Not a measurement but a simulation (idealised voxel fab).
process module | voxel transistor to metal
cross-section cut | 165 nm wide | cells 5 nm
A cross-section is a grid of square cells, given in bands from the top down. A band is one or more rows of cells.
Each band's line starts with the height of the band's top and of its bottom, in nm. Then come its materials from left to right, each with its width in nm. One material with "throughout" fills the band from edge to edge. "air" is empty space.
Height 0 is the level under which the wafer as received is all one material. The lowest band goes on downwards, as in "0 down".
A width such as "30 to 40" changes by the same amount from each row of cells to the next, from the band's top row to its bottom row.
"no change" after a step means that no cell of the cross-section changed.
closed voids: empty space of 8 cells or more with no open way to the top, each as width x height at its distance from the left edge, in nm
after a step's settings: what the simulator itself notes on the step
overlay nm, on a step with a mask: how far to the right of its planned place the mask lay; to the left if negative
plan
1 op RECEIVE | material Si
2 op OXIDIZE | depth nm 5
3 op CONFORMAL_DEP | material SiN | thk nm 10
4 op MASKED_ETCH | tone cover | mask id ACTIVE | width nm 105 | etch materials SiN | depth nm 10 | overlay nm 0
5 op MASKED_ETCH | tone cover | mask id ACTIVE | width nm 105 | etch materials SiO2 | depth nm 5 | overlay nm 0
6 op MASKED_ETCH | tone cover | mask id ACTIVE | width nm 105 | etch materials Si | depth nm 35 | overlay nm 0
7 op FILL_DEP | material SiO2 | thk nm 10
8 op CMP | height nm 10
9 op SELECTIVE_ETCH | etch materials SiO2 | depth nm 5
10 op STRIP | etch materials SiN
11 op SELECTIVE_ETCH | etch materials SiO2 | depth nm 5
12 op OXIDIZE | depth nm 5
13 op DIRECTIONAL_DEP | material polySi | thk nm 20
14 op DIRECTIONAL_DEP | material SiCN | thk nm 10
15 op PATTERN | tone cover | mask id GATE | material resist | width nm 25 | thk nm 20 | overlay nm 0
16 op DIRECTIONAL_ETCH | etch materials SiCN | depth nm 20
17 op DIRECTIONAL_ETCH | etch materials polySi | depth nm 30
18 op STRIP | etch materials resist
19 op CONFORMAL_DEP | material SiN | thk nm 10
20 op DIRECTIONAL_ETCH | etch materials SiN | depth nm 10
21 op DIRECTIONAL_ETCH | etch materials SiO2 | depth nm 5
22 op DIRECTIONAL_ETCH | etch materials Si | depth nm 5
23 op EPI | material nSi | thk nm 10
24 op FILL_DEP | material SiO2 | thk nm 5
25 op CMP | height nm 25
26 op DIRECTIONAL_DEP | material SiO2 | thk nm 15
27 op MASKED_ETCH | tone open | mask id CONTACT | width nm 30 | pitch nm 65 | etch materials SiO2 | depth nm 45 | overlay nm 0
28 op CONFORMAL_DEP | material TiN | thk nm 5
29 op FILL_DEP | material Ru | thk nm 5
30 op CMP | height nm 40
31 op DIRECTIONAL_DEP | material TiN | thk nm 5
32 op DIRECTIONAL_DEP | material W | thk nm 15
33 op DIRECTIONAL_DEP | material aC | thk nm 15
34 op PATTERN | tone cover | mask id METAL_1 | material resist | width nm 20 | pitch nm 75 | thk nm 30 | overlay nm 0
35 op DIRECTIONAL_ETCH | etch materials aC | depth nm 15
36 op STRIP | etch materials resist
37 op DIRECTIONAL_ETCH | etch materials W | depth nm 15
38 op DIRECTIONAL_ETCH | etch materials TiN | depth nm 5
39 op STRIP | etch materials aC
40 op FILL_DEP | material lowk | thk nm 5
41 op CMP | height nm 60
42 op CONFORMAL_DEP | material SiCN | thk nm 5
43 op DIRECTIONAL_DEP | material SiO2 | thk nm 30
44 op MASKED_ETCH | tone open | mask id METAL_2 | width nm 20 | pitch nm 75 | etch materials SiO2 | depth nm 15 | overlay nm 0
45 op MASKED_ETCH | tone open | mask id METAL_2_HOLES | width nm 15 | pitch nm 75 | etch materials SiO2 | depth nm 15 | overlay nm 0
46 op MASKED_ETCH | tone open | mask id METAL_2_HOLES | width nm 15 | pitch nm 75 | etch materials SiCN | depth nm 5 | overlay nm 0
47 op CONFORMAL_DEP | material TiN | thk nm 5
48 op FILL_DEP | material Cu | thk nm 5
49 op CMP | height nm 95
50 op CONFORMAL_DEP | material SiN | thk nm 5
first wafer, as planned
as received, after step 1
  0 down: Si throughout
  closed voids: none
after step 2
  0 to -5: SiO2 throughout
  below -5: unchanged
after step 3
  10 to 0: SiN throughout
  below 0: unchanged
after step 4
  10 to 0: air 30 | SiN 105 | air 30
  below 0: unchanged
after step 5
  10 to 0: air 30 | SiN 105 | air 30
  0 to -5: air 30 | SiO2 105 | air 30
  below -5: unchanged
after step 6
  10 to 0: air 30 | SiN 105 | air 30
  0 to -5: air 30 | SiO2 105 | air 30
  -5 to -40: air 30 | Si 105 | air 30
  below -40: unchanged
after step 7
  20 to 10: SiO2 throughout
  10 to 0: SiO2 30 | SiN 105 | SiO2 30
  0 to -5: SiO2 throughout
  -5 to -40: SiO2 30 | Si 105 | SiO2 30
  below -40: unchanged
after step 8
  10 to 0: SiO2 30 | SiN 105 | SiO2 30
  below 0: unchanged
after step 9
  10 to 5: air 30 | SiN 105 | air 30
  below 5: unchanged
after step 10
  5 to 0: SiO2 30 | air 105 | SiO2 30
  below 0: unchanged
after step 11
  0 to -5: SiO2 25 | air 115 | SiO2 25
  below -5: unchanged
after step 12
  0 to -5: SiO2 25 | air 115 | SiO2 25
  -5 to -10: SiO2 throughout
  below -10: unchanged
after step 13
  20 to 15: polySi 25 | air 115 | polySi 25
  15 to 0: polySi throughout
  0 to -5: SiO2 25 | polySi 115 | SiO2 25
  below -5: unchanged
after step 14
  30 to 25: SiCN 25 | air 115 | SiCN 25
  25 to 20: SiCN throughout
  20 to 15: polySi 25 | SiCN 115 | polySi 25
  below 15: unchanged
after step 15
  50 to 30: air 70 | resist 25 | air 70
  30 to 25: SiCN 25 | air 45 | resist 25 | air 45 | SiCN 25
  below 25: unchanged
after step 16
  50 to 25: air 70 | resist 25 | air 70
  25 to 20: air 70 | SiCN 25 | air 70
  20 to 15: polySi 25 | air 45 | SiCN 25 | air 45 | polySi 25
  below 15: unchanged
after step 17
  50 to 25: air 70 | resist 25 | air 70
  25 to 15: air 70 | SiCN 25 | air 70
  15 to 0: air 70 | polySi 25 | air 70
  0 to -5: SiO2 25 | air 45 | polySi 25 | air 45 | SiO2 25
  below -5: unchanged
after step 18
  25 to 15: air 70 | SiCN 25 | air 70
  below 15: unchanged
after step 19
  35 to 25: air 60 | SiN 45 | air 60
  25 to 15: air 60 | SiN 10 | SiCN 25 | SiN 10 | air 60
  15 to 10: air 60 | SiN 10 | polySi 25 | SiN 10 | air 60
  10 to 5: SiN 35 | air 25 | SiN 10 | polySi 25 | SiN 10 | air 25 | SiN 35
  5 to 0: SiN 70 | polySi 25 | SiN 70
  0 to -5: SiO2 25 | SiN 45 | polySi 25 | SiN 45 | SiO2 25
  below -5: unchanged
after step 20
  25 to 15: air 60 | SiN 10 | SiCN 25 | SiN 10 | air 60
  15 to 0: air 60 | SiN 10 | polySi 25 | SiN 10 | air 60
  0 to -5: SiO2 25 | SiN 10 | air 25 | SiN 10 | polySi 25 | SiN 10 | air 25 | SiN 10 | SiO2 25
  below -5: unchanged
after step 21
  25 to 15: air 60 | SiN 10 | SiCN 25 | SiN 10 | air 60
  15 to 0: air 60 | SiN 10 | polySi 25 | SiN 10 | air 60
  0 to -5: air 25 | SiN 10 | air 25 | SiN 10 | polySi 25 | SiN 10 | air 25 | SiN 10 | air 25
  -5 to -10: SiO2 35 | air 25 | SiO2 45 | air 25 | SiO2 35
  below -10: unchanged
after step 22
  25 to 15: air 60 | SiN 10 | SiCN 25 | SiN 10 | air 60
  15 to 0: air 60 | SiN 10 | polySi 25 | SiN 10 | air 60
  0 to -5: air 25 | SiN 10 | air 25 | SiN 10 | polySi 25 | SiN 10 | air 25 | SiN 10 | air 25
  -5 to -10: SiO2 35 | air 25 | SiO2 45 | air 25 | SiO2 35
  -10 to -15: SiO2 30 | Si 5 | air 25 | Si 45 | air 25 | Si 5 | SiO2 30
  below -15: unchanged
after step 23
  25 to 15: air 60 | SiN 10 | SiCN 25 | SiN 10 | air 60
  15 to 0: air 60 | SiN 10 | polySi 25 | SiN 10 | air 60
  0 to -5: air 25 | SiN 10 | nSi 10 | air 5 | nSi 10 | SiN 10 | polySi 25 | SiN 10 | nSi 10 | air 5 | nSi 10 | SiN 10 | air 25
  -5 to -10: SiO2 35 | nSi 25 | SiO2 45 | nSi 25 | SiO2 35
  -10 to -15: SiO2 30 | Si 5 | nSi 25 | Si 45 | nSi 25 | Si 5 | SiO2 30
  below -15: unchanged
after step 24
  30 to 25: SiO2 throughout
  25 to 15: SiO2 60 | SiN 10 | SiCN 25 | SiN 10 | SiO2 60
  15 to 0: SiO2 60 | SiN 10 | polySi 25 | SiN 10 | SiO2 60
  0 to -5: SiO2 25 | SiN 10 | nSi 10 | SiO2 5 | nSi 10 | SiN 10 | polySi 25 | SiN 10 | nSi 10 | SiO2 5 | nSi 10 | SiN 10 | SiO2 25
  below -5: unchanged
after step 25
  25 to 15: SiO2 60 | SiN 10 | SiCN 25 | SiN 10 | SiO2 60
  below 15: unchanged
after step 26
  40 to 25: SiO2 throughout
  below 25: unchanged
after step 27
  40 to 25: SiO2 35 | air 30 | SiO2 35 | air 30 | SiO2 35
  25 to 15: SiO2 35 | air 25 | SiN 10 | SiCN 25 | SiN 10 | air 25 | SiO2 35
  15 to 0: SiO2 35 | air 25 | SiN 10 | polySi 25 | SiN 10 | air 25 | SiO2 35
  0 to -5: SiO2 25 | SiN 10 | nSi 10 | air 5 | nSi 10 | SiN 10 | polySi 25 | SiN 10 | nSi 10 | air 5 | nSi 10 | SiN 10 | SiO2 25
  below -5: unchanged
after step 28
  45 to 40: TiN 40 | air 20 | TiN 45 | air 20 | TiN 40
  40 to 30: SiO2 35 | TiN 5 | air 20 | TiN 5 | SiO2 35 | TiN 5 | air 20 | TiN 5 | SiO2 35
  30 to 25: SiO2 35 | TiN 5 | air 15 | TiN 10 | SiO2 35 | TiN 10 | air 15 | TiN 5 | SiO2 35
  25 to 15: SiO2 35 | TiN 5 | air 15 | TiN 5 | SiN 10 | SiCN 25 | SiN 10 | TiN 5 | air 15 | TiN 5 | SiO2 35
  15 to 5: SiO2 35 | TiN 5 | air 15 | TiN 5 | SiN 10 | polySi 25 | SiN 10 | TiN 5 | air 15 | TiN 5 | SiO2 35
  5 to 0: SiO2 35 | TiN 25 | SiN 10 | polySi 25 | SiN 10 | TiN 25 | SiO2 35
  0 to -5: SiO2 25 | SiN 10 | nSi 10 | TiN 5 | nSi 10 | SiN 10 | polySi 25 | SiN 10 | nSi 10 | TiN 5 | nSi 10 | SiN 10 | SiO2 25
  below -5: unchanged
after step 29
  50 to 45: Ru throughout
  45 to 40: TiN 40 | Ru 20 | TiN 45 | Ru 20 | TiN 40
  40 to 30: SiO2 35 | TiN 5 | Ru 20 | TiN 5 | SiO2 35 | TiN 5 | Ru 20 | TiN 5 | SiO2 35
  30 to 25: SiO2 35 | TiN 5 | Ru 15 | TiN 10 | SiO2 35 | TiN 10 | Ru 15 | TiN 5 | SiO2 35
  25 to 15: SiO2 35 | TiN 5 | Ru 15 | TiN 5 | SiN 10 | SiCN 25 | SiN 10 | TiN 5 | Ru 15 | TiN 5 | SiO2 35
  15 to 5: SiO2 35 | TiN 5 | Ru 15 | TiN 5 | SiN 10 | polySi 25 | SiN 10 | TiN 5 | Ru 15 | TiN 5 | SiO2 35
  below 5: unchanged
after step 30
  40 to 30: SiO2 35 | TiN 5 | Ru 20 | TiN 5 | SiO2 35 | TiN 5 | Ru 20 | TiN 5 | SiO2 35
  below 30: unchanged
after step 31
  45 to 40: TiN throughout
  below 40: unchanged
after step 32
  60 to 45: W throughout
  below 45: unchanged
after step 33
  75 to 60: aC throughout
  below 60: unchanged
after step 34
  105 to 75: air 35 | resist 20 | air 55 | resist 20 | air 35
  below 75: unchanged
after step 35
  90 to 75: air 35 | resist 20 | air 55 | resist 20 | air 35
  75 to 60: air 35 | aC 20 | air 55 | aC 20 | air 35
  below 60: unchanged
after step 36
  75 to 60: air 35 | aC 20 | air 55 | aC 20 | air 35
  below 60: unchanged
after step 37
  75 to 60: air 35 | aC 20 | air 55 | aC 20 | air 35
  60 to 45: air 35 | W 20 | air 55 | W 20 | air 35
  below 45: unchanged
after step 38
  75 to 60: air 35 | aC 20 | air 55 | aC 20 | air 35
  60 to 45: air 35 | W 20 | air 55 | W 20 | air 35
  45 to 40: air 35 | TiN 20 | air 55 | TiN 20 | air 35
  below 40: unchanged
after step 39
  60 to 45: air 35 | W 20 | air 55 | W 20 | air 35
  below 45: unchanged
after step 40
  65 to 60: lowk throughout
  60 to 45: lowk 35 | W 20 | lowk 55 | W 20 | lowk 35
  45 to 40: lowk 35 | TiN 20 | lowk 55 | TiN 20 | lowk 35
  below 40: unchanged
after step 41
  60 to 45: lowk 35 | W 20 | lowk 55 | W 20 | lowk 35
  below 45: unchanged
after step 42
  65 to 60: SiCN throughout
  below 60: unchanged
after step 43
  95 to 65: SiO2 throughout
  below 65: unchanged
after step 44
  95 to 80: SiO2 35 | air 20 | SiO2 55 | air 20 | SiO2 35
  below 80: unchanged
after step 45
  95 to 80: SiO2 35 | air 20 | SiO2 55 | air 20 | SiO2 35
  80 to 65: SiO2 35 | air 15 | SiO2 60 | air 15 | SiO2 40
  below 65: unchanged
after step 46
  95 to 80: SiO2 35 | air 20 | SiO2 55 | air 20 | SiO2 35
  80 to 65: SiO2 35 | air 15 | SiO2 60 | air 15 | SiO2 40
  65 to 60: SiCN 35 | air 15 | SiCN 60 | air 15 | SiCN 40
  below 60: unchanged
after step 47
  100 to 95: TiN 40 | air 10 | TiN 65 | air 10 | TiN 40
  95 to 85: SiO2 35 | TiN 5 | air 10 | TiN 5 | SiO2 55 | TiN 5 | air 10 | TiN 5 | SiO2 35
  85 to 80: SiO2 35 | TiN 5 | air 5 | TiN 10 | SiO2 55 | TiN 5 | air 5 | TiN 10 | SiO2 35
  80 to 65: SiO2 35 | TiN 5 | air 5 | TiN 5 | SiO2 60 | TiN 5 | air 5 | TiN 5 | SiO2 40
  65 to 60: SiCN 35 | TiN 15 | SiCN 60 | TiN 15 | SiCN 40
  below 60: unchanged
after step 48
  105 to 100: Cu throughout
  100 to 95: TiN 40 | Cu 10 | TiN 65 | Cu 10 | TiN 40
  95 to 85: SiO2 35 | TiN 5 | Cu 10 | TiN 5 | SiO2 55 | TiN 5 | Cu 10 | TiN 5 | SiO2 35
  85 to 80: SiO2 35 | TiN 5 | Cu 5 | TiN 10 | SiO2 55 | TiN 5 | Cu 5 | TiN 10 | SiO2 35
  80 to 65: SiO2 35 | TiN 5 | Cu 5 | TiN 5 | SiO2 60 | TiN 5 | Cu 5 | TiN 5 | SiO2 40
  below 65: unchanged
after step 49
  95 to 85: SiO2 35 | TiN 5 | Cu 10 | TiN 5 | SiO2 55 | TiN 5 | Cu 10 | TiN 5 | SiO2 35
  below 85: unchanged
after step 50
  100 to 95: SiN throughout
  below 95: unchanged
second wafer: like start, like plan, one mistake. Through step 3 it matches the first wafer
when step 4 should have ended
  10 to 0: SiN 30 | air 105 | SiN 30
  below 0: unchanged
when step 5 should have ended: no change
when step 6 should have ended: no change
when step 7 should have ended
  20 to 10: SiO2 throughout
  10 to 0: SiN 30 | SiO2 105 | SiN 30
  below 0: unchanged
when step 8 should have ended
  10 to 0: SiN 30 | SiO2 105 | SiN 30
  below 0: unchanged
when step 9 should have ended
  10 to 5: SiN 30 | air 105 | SiN 30
  below 5: unchanged
when step 10 should have ended
  5 to 0: air 30 | SiO2 105 | air 30
  below 0: unchanged
when step 11 should have ended
  0 to -5: air 35 | SiO2 95 | air 35
  below -5: unchanged
when step 12 should have ended
  0 to -5: air 35 | SiO2 95 | air 35
  -5 to -10: SiO2 40 | Si 85 | SiO2 40
  below -10: unchanged
when step 13 should have ended
  20 to 15: air 35 | polySi 95 | air 35
  15 to 0: polySi throughout
  0 to -5: polySi 35 | SiO2 95 | polySi 35
  below -5: unchanged
when step 14 should have ended
  30 to 25: air 35 | SiCN 95 | air 35
  25 to 20: SiCN throughout
  20 to 15: SiCN 35 | polySi 95 | SiCN 35
  below 15: unchanged
when step 15 should have ended
  50 to 30: air 70 | resist 25 | air 70
  below 30: unchanged
when step 16 should have ended
  50 to 30: air 70 | resist 25 | air 70
  30 to 20: air 70 | SiCN 25 | air 70
  20 to 15: air 35 | polySi 95 | air 35
  below 15: unchanged
when step 17 should have ended
  50 to 30: air 70 | resist 25 | air 70
  30 to 20: air 70 | SiCN 25 | air 70
  20 to 0: air 70 | polySi 25 | air 70
  0 to -5: air 35 | SiO2 95 | air 35
  below -5: unchanged
when step 18 should have ended
  30 to 20: air 70 | SiCN 25 | air 70
  below 20: unchanged
when step 19 should have ended
  40 to 30: air 60 | SiN 45 | air 60
  30 to 20: air 60 | SiN 10 | SiCN 25 | SiN 10 | air 60
  20 to 10: air 60 | SiN 10 | polySi 25 | SiN 10 | air 60
  10 to 5: air 25 | SiN 45 | polySi 25 | SiN 45 | air 25
  5 to 0: SiN 70 | polySi 25 | SiN 70
  0 to -5: SiN 35 | SiO2 95 | SiN 35
  below -5: unchanged
when step 20 should have ended
  30 to 20: air 60 | SiN 10 | SiCN 25 | SiN 10 | air 60
  20 to 0: air 60 | SiN 10 | polySi 25 | SiN 10 | air 60
  0 to -5: air 25 | SiN 10 | SiO2 95 | SiN 10 | air 25
  below -5: unchanged
when step 21 should have ended
  30 to 20: air 60 | SiN 10 | SiCN 25 | SiN 10 | air 60
  20 to 0: air 60 | SiN 10 | polySi 25 | SiN 10 | air 60
  0 to -5: air 25 | SiN 10 | air 25 | SiO2 45 | air 25 | SiN 10 | air 25
  -5 to -10: air 25 | SiO2 15 | Si 85 | SiO2 15 | air 25
  below -10: unchanged
when step 22 should have ended
  30 to 20: air 60 | SiN 10 | SiCN 25 | SiN 10 | air 60
  20 to 0: air 60 | SiN 10 | polySi 25 | SiN 10 | air 60
  0 to -5: air 25 | SiN 10 | air 25 | SiO2 45 | air 25 | SiN 10 | air 25
  -5 to -10: air 25 | SiO2 15 | air 20 | Si 45 | air 20 | SiO2 15 | air 25
  -10 to -15: air 25 | Si 115 | air 25
  below -15: unchanged
when step 23 should have ended
  30 to 20: air 60 | SiN 10 | SiCN 25 | SiN 10 | air 60
  20 to 5: air 60 | SiN 10 | polySi 25 | SiN 10 | air 60
  5 to 0: air 50 | nSi 10 | SiN 10 | polySi 25 | SiN 10 | nSi 10 | air 50
  0 to -5: air 15 | nSi 10 | SiN 10 | nSi 25 | SiO2 45 | nSi 25 | SiN 10 | nSi 10 | air 15
  -5 to -10: nSi 25 | SiO2 15 | nSi 20 | Si 45 | nSi 20 | SiO2 15 | nSi 25
  -10 to -15: nSi 25 | Si 115 | nSi 25
  below -15: unchanged
when step 24 should have ended
  35 to 30: SiO2 throughout
  30 to 20: SiO2 60 | SiN 10 | SiCN 25 | SiN 10 | SiO2 60
  20 to 5: SiO2 60 | SiN 10 | polySi 25 | SiN 10 | SiO2 60
  5 to 0: SiO2 50 | nSi 10 | SiN 10 | polySi 25 | SiN 10 | nSi 10 | SiO2 50
  0 to -5: SiO2 15 | nSi 10 | SiN 10 | nSi 25 | SiO2 45 | nSi 25 | SiN 10 | nSi 10 | SiO2 15
  below -5: unchanged
when step 25 should have ended
  25 to 20: SiO2 60 | SiN 10 | SiCN 25 | SiN 10 | SiO2 60
  below 20: unchanged
when step 26 should have ended
  40 to 25: SiO2 throughout
  below 25: unchanged
when step 27 should have ended
  40 to 25: SiO2 35 | air 30 | SiO2 35 | air 30 | SiO2 35
  25 to 20: SiO2 35 | air 25 | SiN 10 | SiCN 25 | SiN 10 | air 25 | SiO2 35
  20 to 5: SiO2 35 | air 25 | SiN 10 | polySi 25 | SiN 10 | air 25 | SiO2 35
  5 to 0: SiO2 35 | air 15 | nSi 10 | SiN 10 | polySi 25 | SiN 10 | nSi 10 | air 15 | SiO2 35
  below 0: unchanged
when step 28 should have ended
  45 to 40: TiN 40 | air 20 | TiN 45 | air 20 | TiN 40
  40 to 30: SiO2 35 | TiN 5 | air 20 | TiN 5 | SiO2 35 | TiN 5 | air 20 | TiN 5 | SiO2 35
  30 to 25: SiO2 35 | TiN 5 | air 15 | TiN 10 | SiO2 35 | TiN 10 | air 15 | TiN 5 | SiO2 35
  25 to 20: SiO2 35 | TiN 5 | air 15 | TiN 5 | SiN 10 | SiCN 25 | SiN 10 | TiN 5 | air 15 | TiN 5 | SiO2 35
  20 to 10: SiO2 35 | TiN 5 | air 15 | TiN 5 | SiN 10 | polySi 25 | SiN 10 | TiN 5 | air 15 | TiN 5 | SiO2 35
  10 to 5: SiO2 35 | TiN 5 | air 5 | TiN 15 | SiN 10 | polySi 25 | SiN 10 | TiN 15 | air 5 | TiN 5 | SiO2 35
  5 to 0: SiO2 35 | TiN 15 | nSi 10 | SiN 10 | polySi 25 | SiN 10 | nSi 10 | TiN 15 | SiO2 35
  below 0: unchanged
when step 29 should have ended
  50 to 45: Ru throughout
  45 to 40: TiN 40 | Ru 20 | TiN 45 | Ru 20 | TiN 40
  40 to 30: SiO2 35 | TiN 5 | Ru 20 | TiN 5 | SiO2 35 | TiN 5 | Ru 20 | TiN 5 | SiO2 35
  30 to 25: SiO2 35 | TiN 5 | Ru 15 | TiN 10 | SiO2 35 | TiN 10 | Ru 15 | TiN 5 | SiO2 35
  25 to 20: SiO2 35 | TiN 5 | Ru 15 | TiN 5 | SiN 10 | SiCN 25 | SiN 10 | TiN 5 | Ru 15 | TiN 5 | SiO2 35
  20 to 10: SiO2 35 | TiN 5 | Ru 15 | TiN 5 | SiN 10 | polySi 25 | SiN 10 | TiN 5 | Ru 15 | TiN 5 | SiO2 35
  10 to 5: SiO2 35 | TiN 5 | Ru 5 | TiN 15 | SiN 10 | polySi 25 | SiN 10 | TiN 15 | Ru 5 | TiN 5 | SiO2 35
  below 5: unchanged
when step 30 should have ended
  40 to 30: SiO2 35 | TiN 5 | Ru 20 | TiN 5 | SiO2 35 | TiN 5 | Ru 20 | TiN 5 | SiO2 35
  below 30: unchanged
when step 31 should have ended
  45 to 40: TiN throughout
  below 40: unchanged
when step 32 should have ended
  60 to 45: W throughout
  below 45: unchanged
when step 33 should have ended
  75 to 60: aC throughout
  below 60: unchanged
when step 34 should have ended
  105 to 75: air 35 | resist 20 | air 55 | resist 20 | air 35
  below 75: unchanged
when step 35 should have ended
  90 to 75: air 35 | resist 20 | air 55 | resist 20 | air 35
  75 to 60: air 35 | aC 20 | air 55 | aC 20 | air 35
  below 60: unchanged
when step 36 should have ended
  75 to 60: air 35 | aC 20 | air 55 | aC 20 | air 35
  below 60: unchanged
when step 37 should have ended
  75 to 60: air 35 | aC 20 | air 55 | aC 20 | air 35
  60 to 45: air 35 | W 20 | air 55 | W 20 | air 35
  below 45: unchanged
when step 38 should have ended
  75 to 60: air 35 | aC 20 | air 55 | aC 20 | air 35
  60 to 45: air 35 | W 20 | air 55 | W 20 | air 35
  45 to 40: air 35 | TiN 20 | air 55 | TiN 20 | air 35
  below 40: unchanged
when step 39 should have ended
  60 to 45: air 35 | W 20 | air 55 | W 20 | air 35
  below 45: unchanged
when step 40 should have ended
  65 to 60: lowk throughout
  60 to 45: lowk 35 | W 20 | lowk 55 | W 20 | lowk 35
  45 to 40: lowk 35 | TiN 20 | lowk 55 | TiN 20 | lowk 35
  below 40: unchanged
when step 41 should have ended
  60 to 45: lowk 35 | W 20 | lowk 55 | W 20 | lowk 35
  below 45: unchanged
when step 42 should have ended
  65 to 60: SiCN throughout
  below 60: unchanged
when step 43 should have ended
  95 to 65: SiO2 throughout
  below 65: unchanged
when step 44 should have ended
  95 to 80: SiO2 35 | air 20 | SiO2 55 | air 20 | SiO2 35
  below 80: unchanged
when step 45 should have ended
  95 to 80: SiO2 35 | air 20 | SiO2 55 | air 20 | SiO2 35
  80 to 65: SiO2 35 | air 15 | SiO2 60 | air 15 | SiO2 40
  below 65: unchanged
when step 46 should have ended
  95 to 80: SiO2 35 | air 20 | SiO2 55 | air 20 | SiO2 35
  80 to 65: SiO2 35 | air 15 | SiO2 60 | air 15 | SiO2 40
  65 to 60: SiCN 35 | air 15 | SiCN 60 | air 15 | SiCN 40
  below 60: unchanged
when step 47 should have ended
  100 to 95: TiN 40 | air 10 | TiN 65 | air 10 | TiN 40
  95 to 85: SiO2 35 | TiN 5 | air 10 | TiN 5 | SiO2 55 | TiN 5 | air 10 | TiN 5 | SiO2 35
  85 to 80: SiO2 35 | TiN 5 | air 5 | TiN 10 | SiO2 55 | TiN 5 | air 5 | TiN 10 | SiO2 35
  80 to 65: SiO2 35 | TiN 5 | air 5 | TiN 5 | SiO2 60 | TiN 5 | air 5 | TiN 5 | SiO2 40
  65 to 60: SiCN 35 | TiN 15 | SiCN 60 | TiN 15 | SiCN 40
  below 60: unchanged
when step 48 should have ended
  105 to 100: Cu throughout
  100 to 95: TiN 40 | Cu 10 | TiN 65 | Cu 10 | TiN 40
  95 to 85: SiO2 35 | TiN 5 | Cu 10 | TiN 5 | SiO2 55 | TiN 5 | Cu 10 | TiN 5 | SiO2 35
  85 to 80: SiO2 35 | TiN 5 | Cu 5 | TiN 10 | SiO2 55 | TiN 5 | Cu 5 | TiN 10 | SiO2 35
  80 to 65: SiO2 35 | TiN 5 | Cu 5 | TiN 5 | SiO2 60 | TiN 5 | Cu 5 | TiN 5 | SiO2 40
  below 65: unchanged
when step 49 should have ended
  95 to 85: SiO2 35 | TiN 5 | Cu 10 | TiN 5 | SiO2 55 | TiN 5 | Cu 10 | TiN 5 | SiO2 35
  below 85: unchanged
when step 50 should have ended
  100 to 95: SiN throughout
  below 95: unchanged
what went wrong: step 4 ran as: op MASKED_ETCH | tone open | mask id ACTIVE | width nm 105 | etch materials SiN | depth nm 10 | overlay nm 0
at the end the second wafer has, in cells: 4 fewer of Ru | 81 more of Si | 5 fewer of SiCN | 4 fewer of SiN | 84 fewer of SiO2 | 2 fewer of TiN | 18 more of nSi
